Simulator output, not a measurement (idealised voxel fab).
Process module name: voxel self aligned vias
cross-section cut | 280 nm wide | cells 5 nm
Notation: cross-section as square-cell grid; stated in bands, top first, going down; one or more cell rows per band.
What a band's entry tells you: where the top is and where the bottom is, as heights in nm, and after that what lies inside, material by material from left to right, each with its width in nm. Empty space is written as the word "air", and a single material marked with the word "all across" occupies the band from edge to edge.
Zero point of the height axis is 0; under it, received wafer = one material. Lowest band: continues down indefinitely, "0..down".
A two-number width, for instance "30->40", indicates that the width is equal to the first number in the top row of the band and to the second number in the bottom row, and that it changes by a constant amount per row of cells.
"remained unchanged" for a step: no cell of the cross-section changed in that step.
Empty spaces without an open route to the top, at least 8 cells in extent, make up the entry "Completely enclosed voids"; each is given as width x height at distance, where the distance is measured from the left edge, and all are in nm.
Where a step's line continues beyond its settings, the continuation is a remark by the simulator itself on that step.
On any step carrying a mask, the "overlay nm" setting, if present on the step's line, tells how far right of its planned place the mask lay; negative values point to the left.
The steps planned for the process are as follows
1. RECEIVE [material Si]
2. CONFORMAL_DEP [material SiO2] [thk nm 15]
3. CONFORMAL_DEP [material SiCN] [thk nm 5]
4. DIRECTIONAL_DEP [material lowk] [thk nm 30]
5. MASKED_ETCH [tone open] [mask id LINES] [width nm 25] [pitch nm 65] [etch materials lowk] [depth nm 30] [overlay nm 0]
6. CONFORMAL_DEP [material TiN] [thk nm 5]
7. FILL_DEP [material Ru] [thk nm 5]
8. CMP [height nm 50]
9. SELECTIVE_ETCH [etch materials W Ru TiN] [depth nm 10]
10. FILL_DEP [material SiN] [thk nm 5]
11. CMP [height nm 50]
12. DIRECTIONAL_DEP [material lowk] [thk nm 20]
13. PATTERN [tone open] [mask id VIAS] [material resist] [width nm 45] [pitch nm 130] [thk nm 15] [overlay nm 0]
14. DIRECTIONAL_ETCH [etch materials lowk] [depth nm 20]
15. DIRECTIONAL_ETCH [etch materials SiN] [depth nm 10]
16. STRIP [etch materials resist]
17. CONFORMAL_DEP [material TiN] [thk nm 5]
18. FILL_DEP [material Ru] [thk nm 5]
19. CMP [height nm 70]
20. CONFORMAL_DEP [material SiN] [thk nm 5]
Cross-section of the wafer as it came to us, i.e., already through step 1
- 0..down  Si all across
- Completely enclosed voids: none
Sectioned view, first of two wafers, at the close of the module, processed as intended in the plan
- 75..70  SiN all across
- 70..55  50 nm lowk  5 nm TiN  35 nm Ru  5 nm TiN  85 nm lowk  5 nm TiN  35 nm Ru  5 nm TiN  55 nm lowk
- 55..50  50 nm lowk  15 nm TiN  15 nm Ru  15 nm TiN  85 nm lowk  15 nm TiN  15 nm Ru  15 nm TiN  55 nm lowk
- 50..45  60 nm lowk  5 nm TiN  15 nm Ru  5 nm TiN  40 nm lowk  25 nm SiN  40 nm lowk  5 nm TiN  15 nm Ru  5 nm TiN  65 nm lowk
- 45..40  60 nm lowk  25 nm TiN  40 nm lowk  25 nm SiN  40 nm lowk  25 nm TiN  65 nm lowk
- 40..25  60 nm lowk  5 nm TiN  15 nm Ru  5 nm TiN  40 nm lowk  5 nm TiN  15 nm Ru  5 nm TiN  40 nm lowk  5 nm TiN  15 nm Ru  5 nm TiN  65 nm lowk
- 25..20  60 nm lowk  25 nm TiN  40 nm lowk  25 nm TiN  40 nm lowk  25 nm TiN  65 nm lowk
- 20..15  SiCN all across
- 15..0  SiO2 all across
- 0..down  Si all across
- Completely enclosed voids: none
Here's the second of our two wafers sectioned at module end. Same start as the first, same plan, but one mistake got made running it
- 75..70  SiN all across
- 70..50  50 nm lowk  5 nm TiN  35 nm Ru  5 nm TiN  85 nm lowk  5 nm TiN  35 nm Ru  5 nm TiN  55 nm lowk
- 50..45  50 nm lowk  5 nm TiN  35 nm Ru  5 nm TiN  30 nm lowk  25 nm SiN  30 nm lowk  5 nm TiN  35 nm Ru  5 nm TiN  55 nm lowk
- 45..40  50 nm lowk  45 nm TiN  30 nm lowk  25 nm SiN  30 nm lowk  45 nm TiN  55 nm lowk
- 40..30  50 nm lowk  15 nm TiN  15 nm Ru  15 nm TiN  30 nm lowk  5 nm TiN  15 nm Ru  5 nm TiN  30 nm lowk  15 nm TiN  15 nm Ru  15 nm TiN  55 nm lowk
- 30..25  60 nm lowk  5 nm TiN  15 nm Ru  5 nm TiN  40 nm lowk  5 nm TiN  15 nm Ru  5 nm TiN  40 nm lowk  5 nm TiN  15 nm Ru  5 nm TiN  65 nm lowk
- 25..20  60 nm lowk  25 nm TiN  40 nm lowk  25 nm TiN  40 nm lowk  25 nm TiN  65 nm lowk
- 20..15  SiCN all across
- 15..0  SiO2 all across
- 0..down  Si all across
- Completely enclosed voids: none
Misprocessing identified: twice, step 14 of the plan was run
Cell-count delta at end, second wafer over first, by material: Ru: 16 more; TiN: 16 more; lowk: 32 fewer
